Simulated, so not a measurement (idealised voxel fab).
process module | voxel quadruple lines
cross-section cut | 155 nm wide | cells 5 nm
A cross-section is a grid of square cells, given in bands from the top down. A band is one or more rows of cells.
Each band's line starts with the height of the band's top and of its bottom, in nm. Then come its materials from left to right, each with its width in nm. One material with "throughout" fills the band from edge to edge. "air" is empty space.
Height 0 is the level under which the wafer as received is all one material. The lowest band goes on downwards, as in "0 down".
A width such as "30 to 40" changes by the same amount from each row of cells to the next, from the band's top row to its bottom row.
"no change" after a step means that no cell of the cross-section changed.
closed voids: empty space of 8 cells or more with no open way to the top, each as width x height at its distance from the left edge, in nm
after a step's settings: what the simulator itself notes on the step
overlay nm, on a step with a mask: how far to the right of its planned place the mask lay; to the left if negative
plan
1 op RECEIVE | material Si
2 op CONFORMAL_DEP | material SiO2 | thk nm 5
3 op DIRECTIONAL_DEP | material W | thk nm 10
4 op DIRECTIONAL_DEP | material polySi | thk nm 15
5 op DIRECTIONAL_DEP | material aC | thk nm 20
6 op PATTERN | tone cover | mask id MANDREL | material resist | width nm 35 | thk nm 30 | overlay nm 0
7 op DIRECTIONAL_ETCH | etch materials aC | depth nm 20
8 op STRIP | etch materials resist
9 op CONFORMAL_DEP | material SiO2 | thk nm 15
10 op DIRECTIONAL_ETCH | etch materials SiO2 | depth nm 15
11 op STRIP | etch materials aC
12 op DIRECTIONAL_ETCH | etch materials polySi | depth nm 15
13 op STRIP | etch materials SiO2
14 op CONFORMAL_DEP | material SiCN | thk nm 10
15 op DIRECTIONAL_ETCH | etch materials SiCN | depth nm 10
16 op STRIP | etch materials polySi
17 op DIRECTIONAL_ETCH | etch materials W | depth nm 10
18 op STRIP | etch materials SiCN
as received, after step 1
  0 down: Si throughout
  closed voids: none
first wafer at the end, as planned
  15 to 5: air 35 | W 10 | air 15 | W 10 | air 15 | W 10 | air 15 | W 10 | air 35
  5 to 0: SiO2 throughout
  0 down: Si throughout
  closed voids: none
second wafer at the end: like start, like plan, one mistake
  15 to 5: air 50 | W 10 | air 15 | W 5 | air 15 | W 10 | air 50
  5 to 0: SiO2 throughout
  0 down: Si throughout
  closed voids: none
what went wrong: step 6 ran as: op PATTERN | tone open | mask id MANDREL | material resist | width nm 35 | thk nm 30 | overlay nm 0
at the end the second wafer has, in cells: 6 fewer of W
